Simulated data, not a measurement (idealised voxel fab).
process module | voxel ribs on slabs
cross-section cut | 265 nm wide | cells 5 nm
A cross-section is a grid of square cells, given in bands from the top down. A band is one or more rows of cells.
Each band's line starts with the height of the band's top and of its bottom, in nm. Then come its materials from left to right, each with its width in nm. One material with "throughout" fills the band from edge to edge. "air" is empty space.
Height 0 is the level under which the wafer as received is all one material. The lowest band goes on downwards, as in "0 down".
A width such as "30 to 40" changes by the same amount from each row of cells to the next, from the band's top row to its bottom row.
"no change" after a step means that no cell of the cross-section changed.
closed voids: empty space of 8 cells or more with no open way to the top, each as width x height at its distance from the left edge, in nm
after a step's settings: what the simulator itself notes on the step
overlay nm, on a step with a mask: how far to the right of its planned place the mask lay; to the left if negative
plan
1 op RECEIVE | material Si
2 op DIRECTIONAL_DEP | material SiO2 | thk nm 20
3 op DIRECTIONAL_DEP | material SiN | thk nm 25
4 op PATTERN | tone cover | mask id RIB | material resist | width nm 15 | thk nm 15 | overlay nm 0
5 op DIRECTIONAL_ETCH | etch materials SiN | depth nm 15
6 op STRIP | etch materials resist
7 op MASKED_ETCH | tone cover | mask id SLAB | width nm 65 | etch materials SiN | depth nm 10 | overlay nm 0
8 op FILL_DEP | material SiO2 | thk nm 30
9 op CMP | height nm 65
10 op DIRECTIONAL_DEP | material W | thk nm 5
11 op DIRECTIONAL_DEP | material aC | thk nm 10
12 op PATTERN | tone cover | mask id HEATER | material resist | width nm 25 | thk nm 25 | overlay nm 0
13 op DIRECTIONAL_ETCH | etch materials aC | depth nm 10
14 op STRIP | etch materials resist
15 op DIRECTIONAL_ETCH | etch materials W | depth nm 5
16 op STRIP | etch materials aC
17 op CONFORMAL_DEP | material SiN | thk nm 10
as received, after step 1
  0 down: Si throughout
  closed voids: none
a wafer at the end: this start, this plan, one mistake
  80 to 75: air 110 | SiN 45 | air 110
  75 to 70: SiN throughout
  70 to 65: SiN 120 | W 25 | SiN 120
  65 to 55: SiO2 125 | SiN 15 | SiO2 125
  55 to 45: SiO2 100 | SiN 65 | SiO2 100
  45 to 20: SiN throughout
  20 to 0: SiO2 throughout
  0 down: Si throughout
  closed voids: none
what went wrong: step 3 was run twice
